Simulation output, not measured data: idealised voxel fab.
The process module presented herein is designated voxel capacitor over wiring.
Each square cell in cross-section cut measures 5 nm, and the section as a whole is 180 nm wide.
Reading order for cross-sections: top band down to bottom band. Underlying form: a grid of square cells. Band size: one or more rows of cells. Heads up on the band format: heights come first, top then bottom, in nm. After that it's the materials left to right, each with its width in nm. A single material flagged "everywhere" fills the whole band edge to edge, and "empty" means there's empty space there. Heights are reckoned from 0. Under this level, the received wafer is all of one material. The bottommost band is open-ended downward, for example "top 0, no bottom". Per-row width for "30..40": begins at first number (top row of band), ends at second number (bottom row), increment between rows held constant. A step reported as "same as before" is a step in which no cell of the cross-section changed. You'll see "Sealed internal voids" listing empty spaces that have no way open to the top, as long as they're 8 cells or more; the notation is width x height at distance, where the distance is from the left edge, and all of it is in nm. What comes after the settings on a step's line is commentary from the simulator itself on that step. overlay nm: mask offset rightward from planned place, masked step; negative means leftward offset.

Planned process steps
1 RECEIVE,material Si
2 CONFORMAL_DEP,material SiO2,thk nm 15
3 DIRECTIONAL_DEP,material TiN,thk nm 5
4 DIRECTIONAL_DEP,material W,thk nm 20
5 MASKED_ETCH,tone cover,mask id METAL_1,width nm 20,pitch nm 75,etch materials W,depth nm 20,overlay nm 0
6 MASKED_ETCH,tone cover,mask id METAL_1,width nm 20,pitch nm 75,etch materials TiN,depth nm 5,overlay nm 0
7 CONFORMAL_DEP,material SiCN,thk nm 5
8 FILL_DEP,material SiO2,thk nm 10
9 CMP,height nm 40
10 CONFORMAL_DEP,material SiCN,thk nm 5
11 DIRECTIONAL_DEP,material lowk,thk nm 20
12 DIRECTIONAL_DEP,material aC,thk nm 10
13 PATTERN,tone open,mask id PLUG_1,material resist,width nm 15,thk nm 25,overlay nm 0
14 DIRECTIONAL_ETCH,etch materials aC,depth nm 10
15 STRIP,etch materials resist
16 DIRECTIONAL_ETCH,etch materials lowk,depth nm 20
17 DIRECTIONAL_ETCH,etch materials SiCN,depth nm 5
18 STRIP,etch materials aC
19 CONFORMAL_DEP,material TiN,thk nm 5
20 FILL_DEP,material Ru,thk nm 5
21 CMP,height nm 65
22 DIRECTIONAL_DEP,material TiN,thk nm 5
23 DIRECTIONAL_DEP,material HfO2,thk nm 5
24 DIRECTIONAL_DEP,material TiN,thk nm 5
25 MASKED_ETCH,tone cover,mask id UPPER_PLATE,width nm 60,etch materials TiN,depth nm 5,overlay nm 0
26 MASKED_ETCH,tone cover,mask id UPPER_PLATE,width nm 60,etch materials HfO2,depth nm 5,overlay nm 0
27 MASKED_ETCH,tone cover,mask id LOWER_PLATE,width nm 70,etch materials TiN,depth nm 5,overlay nm 0
28 FILL_DEP,material SiO2,thk nm 20
29 CMP,height nm 95
30 PATTERN,tone open,mask id PLUG_2,material resist,width nm 15,thk nm 20,overlay nm 0
31 DIRECTIONAL_ETCH,etch materials SiO2,depth nm 15
32 STRIP,etch materials resist
33 CONFORMAL_DEP,material TiN,thk nm 5
34 FILL_DEP,material Ru,thk nm 10
35 CMP,height nm 95
36 CONFORMAL_DEP,material SiN,thk nm 5

This is the cross-section of the wafer as we received it, i.e. after step 1
top 0, no bottom: Si everywhere
Sealed internal voids: none

first wafer at the end, as planned
top 100, bottom 95: SiN everywhere
top 95, bottom 85: SiO2 (55); TiN (5); Ru (5); TiN (5); SiO2 (110)
top 85, bottom 75: SiO2 (55..45); TiN (15..60); SiO2 (110..75)
top 75, bottom 70: SiO2 (45); HfO2 (60); SiO2 (75)
top 70, bottom 65: SiO2 (40); TiN (70); SiO2 (70)
top 65, bottom 45: lowk (45); TiN (5); Ru (5); TiN (5); lowk (120)
top 45, bottom 40: SiCN (45); TiN (15); SiCN (120)
top 40, bottom 20: SiO2 (35); SiCN (5); W (20); SiCN (5); SiO2 (45); SiCN (5); W (20); SiCN (5); SiO2 (40)
top 20, bottom 15: SiCN (40); TiN (20); SiCN (55); TiN (20); SiCN (45)
top 15, bottom 0: SiO2 everywhere
top 0, no bottom: Si everywhere
Sealed internal voids: none

So this is wafer number two of the two, cut at the end of the module - it started where the first did and had the same plan, we just got one thing wrong running it
top 115, bottom 110: SiN everywhere
top 110, bottom 100: Ru everywhere
top 100, bottom 95: TiN (60); Ru (5); TiN (115)
top 95, bottom 85: SiO2 (55); TiN (5); Ru (5); TiN (5); SiO2 (110)
top 85, bottom 75: SiO2 (55..45); TiN (15..60); SiO2 (110..75)
top 75, bottom 70: SiO2 (45); HfO2 (60); SiO2 (75)
top 70, bottom 65: SiO2 (40); TiN (70); SiO2 (70)
top 65, bottom 45: lowk (45); TiN (5); Ru (5); TiN (5); lowk (120)
top 45, bottom 40: SiCN (45); TiN (15); SiCN (120)
top 40, bottom 20: SiO2 (35); SiCN (5); W (20); SiCN (5); SiO2 (45); SiCN (5); W (20); SiCN (5); SiO2 (40)
top 20, bottom 15: SiCN (40); TiN (20); SiCN (55); TiN (20); SiCN (45)
top 15, bottom 0: SiO2 everywhere
top 0, no bottom: Si everywhere
Sealed internal voids: none
So what did we get wrong on this run? execution of step 35 of the plan did not take place, the step having been omitted
Wrapping up, a cell-based count of both wafers puts the second over or under the first for these materials: 73 more of Ru; 35 more of TiN
